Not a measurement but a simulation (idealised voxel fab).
Name of the process module below: voxel self aligned contacts
Xsec cut, 170 nm wide, square cell size 5 nm.
Cross-section spec: square-cell grid; bands listed top down; each band is one or more rows.
The band entry comprises the height of the band's top followed by the height of its bottom, expressed in nm, and subsequently the band's materials from left to right, each stated together with its width in nm. Where a single material is marked with the word "edge to edge", that material fills the band from edge to edge. The word "air" represents empty space.
Heights are measured from 0, the level below which the as-received wafer is all one material; the lowest band has no bottom and continues downward, written as in "z 0 and below".
Width "30..40": first value at the band's top row of cells, second value at its bottom row, equal change from row to row.
"no change occurred" after a step means that no cell of the cross-section changed.
"Cavities, sealed" enumerates empty spaces isolated from the top, with no open way to it, that contain at least 8 cells, giving each as width x height at distance from the left edge, all three in nm.
Where a step's line continues beyond its settings, the continuation is a remark by the simulator itself on that step.
overlay nm: how far to the right of its planned place the mask lay on this masked step (negative: to the left).
### Here's what the planned process steps look like
| 1 | RECEIVE | material Si |
| 2 | CONFORMAL_DEP | material SiO2 | thk nm 5 |
| 3 | DIRECTIONAL_DEP | material polySi | thk nm 30 |
| 4 | DIRECTIONAL_DEP | material SiN | thk nm 15 |
| 5 | DIRECTIONAL_DEP | material aC | thk nm 10 |
| 6 | PATTERN | tone cover | mask id GATE | material resist | width nm 25 | pitch nm 55 | thk nm 30 | overlay nm 0 |
| 7 | DIRECTIONAL_ETCH | etch materials aC | depth nm 10 |
| 8 | STRIP | etch materials resist |
| 9 | DIRECTIONAL_ETCH | etch materials SiN | depth nm 15 |
| 10 | DIRECTIONAL_ETCH | etch materials polySi | depth nm 30 |
| 11 | STRIP | etch materials aC |
| 12 | CONFORMAL_DEP | material SiN | thk nm 5 |
| 13 | DIRECTIONAL_ETCH | etch materials SiN | depth nm 5 |
| 14 | FILL_DEP | material SiO2 | thk nm 20 |
| 15 | CMP | height nm 60 |
| 16 | MASKED_ETCH | tone open | mask id CONTACT | width nm 40 | pitch nm 55 | etch materials SiO2 | depth nm 60 | overlay nm 0 |
| 17 | CONFORMAL_DEP | material TiN | thk nm 5 |
| 18 | FILL_DEP | material W | thk nm 10 |
| 19 | CMP | height nm 60 |
| 20 | CONFORMAL_DEP | material SiCN | thk nm 5 |
### First wafer, two in total, run as planned
### Cross-section: wafer on arrival = after step 1
* z 0 and below: Si edge to edge
* Cavities, sealed: none
### Cross-section of the wafer after step 2
* z 5 to 0: SiO2 edge to edge
* Lower than 0, everything is as it was.
### Cross-section of the wafer after step 3
* z 35 to 5: polySi edge to edge
* Lower than 5, everything is as it was.
### Cross-section of the wafer after step 4
* z 50 to 35: SiN edge to edge
* Lower than 35, everything is as it was.
### Cross-section of the wafer after step 5
* z 60 to 50: aC edge to edge
* Lower than 50, everything is as it was.
### Cross-section of the wafer after step 6
* z 90 to 60: 15 nm air, 25 nm resist, 30 nm air, 25 nm resist, 30 nm air, 25 nm resist, 20 nm air
* Lower than 60, everything is as it was.
### Cross-section of the wafer after step 7
* z 80 to 60: 15 nm air, 25 nm resist, 30 nm air, 25 nm resist, 30 nm air, 25 nm resist, 20 nm air
* z 60 to 50: 15 nm air, 25 nm aC, 30 nm air, 25 nm aC, 30 nm air, 25 nm aC, 20 nm air
* Lower than 50, everything is as it was.
### Cross-section of the wafer after step 8
* z 60 to 50: 15 nm air, 25 nm aC, 30 nm air, 25 nm aC, 30 nm air, 25 nm aC, 20 nm air
* Lower than 50, everything is as it was.
### Cross-section of the wafer after step 9
* z 60 to 50: 15 nm air, 25 nm aC, 30 nm air, 25 nm aC, 30 nm air, 25 nm aC, 20 nm air
* z 50 to 35: 15 nm air, 25 nm SiN, 30 nm air, 25 nm SiN, 30 nm air, 25 nm SiN, 20 nm air
* Lower than 35, everything is as it was.
### Cross-section of the wafer after step 10
* z 60 to 50: 15 nm air, 25 nm aC, 30 nm air, 25 nm aC, 30 nm air, 25 nm aC, 20 nm air
* z 50 to 35: 15 nm air, 25 nm SiN, 30 nm air, 25 nm SiN, 30 nm air, 25 nm SiN, 20 nm air
* z 35 to 5: 15 nm air, 25 nm polySi, 30 nm air, 25 nm polySi, 30 nm air, 25 nm polySi, 20 nm air
* Lower than 5, everything is as it was.
### Cross-section of the wafer after step 11
* z 50 to 35: 15 nm air, 25 nm SiN, 30 nm air, 25 nm SiN, 30 nm air, 25 nm SiN, 20 nm air
* Lower than 35, everything is as it was.
### Cross-section of the wafer after step 12
* z 55 to 35: 10 nm air, 35 nm SiN, 20 nm air, 35 nm SiN, 20 nm air, 35 nm SiN, 15 nm air
* z 35 to 10: 10 nm air, 5 nm SiN, 25 nm polySi, 5 nm SiN, 20 nm air, 5 nm SiN, 25 nm polySi, 5 nm SiN, 20 nm air, 5 nm SiN, 25 nm polySi, 5 nm SiN, 15 nm air
* z 10 to 5: 15 nm SiN, 25 nm polySi, 30 nm SiN, 25 nm polySi, 30 nm SiN, 25 nm polySi, 20 nm SiN
* Lower than 5, everything is as it was.
### Cross-section of the wafer after step 13
* z 50 to 35: 10 nm air, 35 nm SiN, 20 nm air, 35 nm SiN, 20 nm air, 35 nm SiN, 15 nm air
* z 35 to 5: 10 nm air, 5 nm SiN, 25 nm polySi, 5 nm SiN, 20 nm air, 5 nm SiN, 25 nm polySi, 5 nm SiN, 20 nm air, 5 nm SiN, 25 nm polySi, 5 nm SiN, 15 nm air
* Lower than 5, everything is as it was.
### Cross-section of the wafer after step 14
* z 70 to 50: SiO2 edge to edge
* z 50 to 35: 10 nm SiO2, 35 nm SiN, 20 nm SiO2, 35 nm SiN, 20 nm SiO2, 35 nm SiN, 15 nm SiO2
* z 35 to 5: 10 nm SiO2, 5 nm SiN, 25 nm polySi, 5 nm SiN, 20 nm SiO2, 5 nm SiN, 25 nm polySi, 5 nm SiN, 20 nm SiO2, 5 nm SiN, 25 nm polySi, 5 nm SiN, 15 nm SiO2
* Lower than 5, everything is as it was.
### Cross-section of the wafer after step 15
* z 60 to 50: SiO2 edge to edge
* Lower than 50, everything is as it was.
### Cross-section of the wafer after step 16
* z 60 to 50: 35 nm SiO2, 40 nm air, 15 nm SiO2, 40 nm air, 40 nm SiO2
* z 50 to 35: 10 nm SiO2, 35 nm SiN, 20 nm air, 35 nm SiN, 20 nm air, 35 nm SiN, 15 nm SiO2
* z 35 to 5: 10 nm SiO2, 5 nm SiN, 25 nm polySi, 5 nm SiN, 20 nm air, 5 nm SiN, 25 nm polySi, 5 nm SiN, 20 nm air, 5 nm SiN, 25 nm polySi, 5 nm SiN, 15 nm SiO2
* z 5 to 0: 45 nm SiO2, 20 nm air, 35 nm SiO2, 20 nm air, 50 nm SiO2
* Lower than 0, everything is as it was.
### Cross-section of the wafer after step 17
* z 65 to 60: 40 nm TiN, 30 nm air, 25 nm TiN, 30 nm air, 45 nm TiN
* z 60 to 50: 35 nm SiO2, 5..15 nm TiN, 30..10 nm air, 5..15 nm TiN, 15 nm SiO2, 5..15 nm TiN, 30..10 nm air, 5..15 nm TiN, 40 nm SiO2
* z 50 to 35: 10 nm SiO2, 35 nm SiN, 5 nm TiN, 10 nm air, 5 nm TiN, 35 nm SiN, 5 nm TiN, 10 nm air, 5 nm TiN, 35 nm SiN, 15 nm SiO2
* z 35 to 5: 10 nm SiO2, 5 nm SiN, 25 nm polySi, 5 nm SiN, 5 nm TiN, 10 nm air, 5 nm TiN, 5 nm SiN, 25 nm polySi, 5 nm SiN, 5 nm TiN, 10 nm air, 5 nm TiN, 5 nm SiN, 25 nm polySi, 5 nm SiN, 15 nm SiO2
* z 5 to 0: 45 nm SiO2, 20 nm TiN, 35 nm SiO2, 20 nm TiN, 50 nm SiO2
* Lower than 0, everything is as it was.
### Cross-section of the wafer after step 18
* z 75 to 65: W edge to edge
* z 65 to 60: 40 nm TiN, 30 nm W, 25 nm TiN, 30 nm W, 45 nm TiN
* z 60 to 50: 35 nm SiO2, 5..15 nm TiN, 30..10 nm W, 5..15 nm TiN, 15 nm SiO2, 5..15 nm TiN, 30..10 nm W, 5..15 nm TiN, 40 nm SiO2
* z 50 to 35: 10 nm SiO2, 35 nm SiN, 5 nm TiN, 10 nm W, 5 nm TiN, 35 nm SiN, 5 nm TiN, 10 nm W, 5 nm TiN, 35 nm SiN, 15 nm SiO2
* z 35 to 5: 10 nm SiO2, 5 nm SiN, 25 nm polySi, 5 nm SiN, 5 nm TiN, 10 nm W, 5 nm TiN, 5 nm SiN, 25 nm polySi, 5 nm SiN, 5 nm TiN, 10 nm W, 5 nm TiN, 5 nm SiN, 25 nm polySi, 5 nm SiN, 15 nm SiO2
* Lower than 5, everything is as it was.
### Cross-section of the wafer after step 19
* z 60 to 50: 35 nm SiO2, 5..15 nm TiN, 30..10 nm W, 5..15 nm TiN, 15 nm SiO2, 5..15 nm TiN, 30..10 nm W, 5..15 nm TiN, 40 nm SiO2
* Lower than 50, everything is as it was.
### Cross-section of the wafer after step 20
* z 65 to 60: SiCN edge to edge
* Lower than 60, everything is as it was.
### second wafer: like start, like plan, one mistake. Through step 1 it matches the first wafer
Here is the second wafer in cross-section at the point where step 2 of the plan should have been done: no change occurred
### Here is the second wafer in cross-section at the point where step 3 of the plan should have been done
* z 30 to 0: polySi edge to edge
* Lower than 0, everything is as it was.
### Here is the second wafer in cross-section at the point where step 4 of the plan should have been done
* z 45 to 30: SiN edge to edge
* Lower than 30, everything is as it was.
### Here is the second wafer in cross-section at the point where step 5 of the plan should have been done
* z 55 to 45: aC edge to edge
* Lower than 45, everything is as it was.
### Here is the second wafer in cross-section at the point where step 6 of the plan should have been done
* z 85 to 55: 15 nm air, 25 nm resist, 30 nm air, 25 nm resist, 30 nm air, 25 nm resist, 20 nm air
* Lower than 55, everything is as it was.
### Here is the second wafer in cross-section at the point where step 7 of the plan should have been done
* z 75 to 55: 15 nm air, 25 nm resist, 30 nm air, 25 nm resist, 30 nm air, 25 nm resist, 20 nm air
* z 55 to 45: 15 nm air, 25 nm aC, 30 nm air, 25 nm aC, 30 nm air, 25 nm aC, 20 nm air
* Lower than 45, everything is as it was.
### Here is the second wafer in cross-section at the point where step 8 of the plan should have been done
* z 55 to 45: 15 nm air, 25 nm aC, 30 nm air, 25 nm aC, 30 nm air, 25 nm aC, 20 nm air
* Lower than 45, everything is as it was.
### Here is the second wafer in cross-section at the point where step 9 of the plan should have been done
* z 55 to 45: 15 nm air, 25 nm aC, 30 nm air, 25 nm aC, 30 nm air, 25 nm aC, 20 nm air
* z 45 to 30: 15 nm air, 25 nm SiN, 30 nm air, 25 nm SiN, 30 nm air, 25 nm SiN, 20 nm air
* Lower than 30, everything is as it was.
### Here is the second wafer in cross-section at the point where step 10 of the plan should have been done
* z 55 to 45: 15 nm air, 25 nm aC, 30 nm air, 25 nm aC, 30 nm air, 25 nm aC, 20 nm air
* z 45 to 30: 15 nm air, 25 nm SiN, 30 nm air, 25 nm SiN, 30 nm air, 25 nm SiN, 20 nm air
* z 30 to 0: 15 nm air, 25 nm polySi, 30 nm air, 25 nm polySi, 30 nm air, 25 nm polySi, 20 nm air
* Lower than 0, everything is as it was.
### Here is the second wafer in cross-section at the point where step 11 of the plan should have been done
* z 45 to 30: 15 nm air, 25 nm SiN, 30 nm air, 25 nm SiN, 30 nm air, 25 nm SiN, 20 nm air
* Lower than 30, everything is as it was.
### Here is the second wafer in cross-section at the point where step 12 of the plan should have been done
* z 50 to 30: 10 nm air, 35 nm SiN, 20 nm air, 35 nm SiN, 20 nm air, 35 nm SiN, 15 nm air
* z 30 to 5: 10 nm air, 5 nm SiN, 25 nm polySi, 5 nm SiN, 20 nm air, 5 nm SiN, 25 nm polySi, 5 nm SiN, 20 nm air, 5 nm SiN, 25 nm polySi, 5 nm SiN, 15 nm air
* z 5 to 0: 15 nm SiN, 25 nm polySi, 30 nm SiN, 25 nm polySi, 30 nm SiN, 25 nm polySi, 20 nm SiN
* Lower than 0, everything is as it was.
### Here is the second wafer in cross-section at the point where step 13 of the plan should have been done
* z 45 to 30: 10 nm air, 35 nm SiN, 20 nm air, 35 nm SiN, 20 nm air, 35 nm SiN, 15 nm air
* z 30 to 0: 10 nm air, 5 nm SiN, 25 nm polySi, 5 nm SiN, 20 nm air, 5 nm SiN, 25 nm polySi, 5 nm SiN, 20 nm air, 5 nm SiN, 25 nm polySi, 5 nm SiN, 15 nm air
* Lower than 0, everything is as it was.
### Here is the second wafer in cross-section at the point where step 14 of the plan should have been done
* z 65 to 45: SiO2 edge to edge
* z 45 to 30: 10 nm SiO2, 35 nm SiN, 20 nm SiO2, 35 nm SiN, 20 nm SiO2, 35 nm SiN, 15 nm SiO2
* z 30 to 0: 10 nm SiO2, 5 nm SiN, 25 nm polySi, 5 nm SiN, 20 nm SiO2, 5 nm SiN, 25 nm polySi, 5 nm SiN, 20 nm SiO2, 5 nm SiN, 25 nm polySi, 5 nm SiN, 15 nm SiO2
* Lower than 0, everything is as it was.
### Here is the second wafer in cross-section at the point where step 15 of the plan should have been done
* z 60 to 45: SiO2 edge to edge
* Lower than 45, everything is as it was.
### Here is the second wafer in cross-section at the point where step 16 of the plan should have been done
* z 60 to 45: 35 nm SiO2, 40 nm air, 15 nm SiO2, 40 nm air, 40 nm SiO2
* z 45 to 30: 10 nm SiO2, 35 nm SiN, 20 nm air, 35 nm SiN, 20 nm air, 35 nm SiN, 15 nm SiO2
* z 30 to 0: 10 nm SiO2, 5 nm SiN, 25 nm polySi, 5 nm SiN, 20 nm air, 5 nm SiN, 25 nm polySi, 5 nm SiN, 20 nm air, 5 nm SiN, 25 nm polySi, 5 nm SiN, 15 nm SiO2
* Lower than 0, everything is as it was.
### Here is the second wafer in cross-section at the point where step 17 of the plan should have been done
* z 65 to 60: 40 nm TiN, 30 nm air, 25 nm TiN, 30 nm air, 45 nm TiN
* z 60 to 50: 35 nm SiO2, 5 nm TiN, 30 nm air, 5 nm TiN, 15 nm SiO2, 5 nm TiN, 30 nm air, 5 nm TiN, 40 nm SiO2
* z 50 to 45: 35 nm SiO2, 15 nm TiN, 10 nm air, 15 nm TiN, 15 nm SiO2, 15 nm TiN, 10 nm air, 15 nm TiN, 40 nm SiO2
* z 45 to 30: 10 nm SiO2, 35 nm SiN, 5 nm TiN, 10 nm air, 5 nm TiN, 35 nm SiN, 5 nm TiN, 10 nm air, 5 nm TiN, 35 nm SiN, 15 nm SiO2
* z 30 to 5: 10 nm SiO2, 5 nm SiN, 25 nm polySi, 5 nm SiN, 5 nm TiN, 10 nm air, 5 nm TiN, 5 nm SiN, 25 nm polySi, 5 nm SiN, 5 nm TiN, 10 nm air, 5 nm TiN, 5 nm SiN, 25 nm polySi, 5 nm SiN, 15 nm SiO2
* z 5 to 0: 10 nm SiO2, 5 nm SiN, 25 nm polySi, 5 nm SiN, 20 nm TiN, 5 nm SiN, 25 nm polySi, 5 nm SiN, 20 nm TiN, 5 nm SiN, 25 nm polySi, 5 nm SiN, 15 nm SiO2
* Lower than 0, everything is as it was.
### Here is the second wafer in cross-section at the point where step 18 of the plan should have been done
* z 75 to 65: W edge to edge
* z 65 to 60: 40 nm TiN, 30 nm W, 25 nm TiN, 30 nm W, 45 nm TiN
* z 60 to 50: 35 nm SiO2, 5 nm TiN, 30 nm W, 5 nm TiN, 15 nm SiO2, 5 nm TiN, 30 nm W, 5 nm TiN, 40 nm SiO2
* z 50 to 45: 35 nm SiO2, 15 nm TiN, 10 nm W, 15 nm TiN, 15 nm SiO2, 15 nm TiN, 10 nm W, 15 nm TiN, 40 nm SiO2
* z 45 to 30: 10 nm SiO2, 35 nm SiN, 5 nm TiN, 10 nm W, 5 nm TiN, 35 nm SiN, 5 nm TiN, 10 nm W, 5 nm TiN, 35 nm SiN, 15 nm SiO2
* z 30 to 5: 10 nm SiO2, 5 nm SiN, 25 nm polySi, 5 nm SiN, 5 nm TiN, 10 nm W, 5 nm TiN, 5 nm SiN, 25 nm polySi, 5 nm SiN, 5 nm TiN, 10 nm W, 5 nm TiN, 5 nm SiN, 25 nm polySi, 5 nm SiN, 15 nm SiO2
* Lower than 5, everything is as it was.
### Here is the second wafer in cross-section at the point where step 19 of the plan should have been done
* z 60 to 50: 35 nm SiO2, 5 nm TiN, 30 nm W, 5 nm TiN, 15 nm SiO2, 5 nm TiN, 30 nm W, 5 nm TiN, 40 nm SiO2
* Lower than 50, everything is as it was.
### Here is the second wafer in cross-section at the point where step 20 of the plan should have been done
* z 65 to 60: SiCN edge to edge
* Lower than 60, everything is as it was.
Deviation noted in wafer processing: skipped: plan step 2 (never run)
End of process, cell counts, second wafer against first, materials with more or fewer: -8 SiO2; +8 W
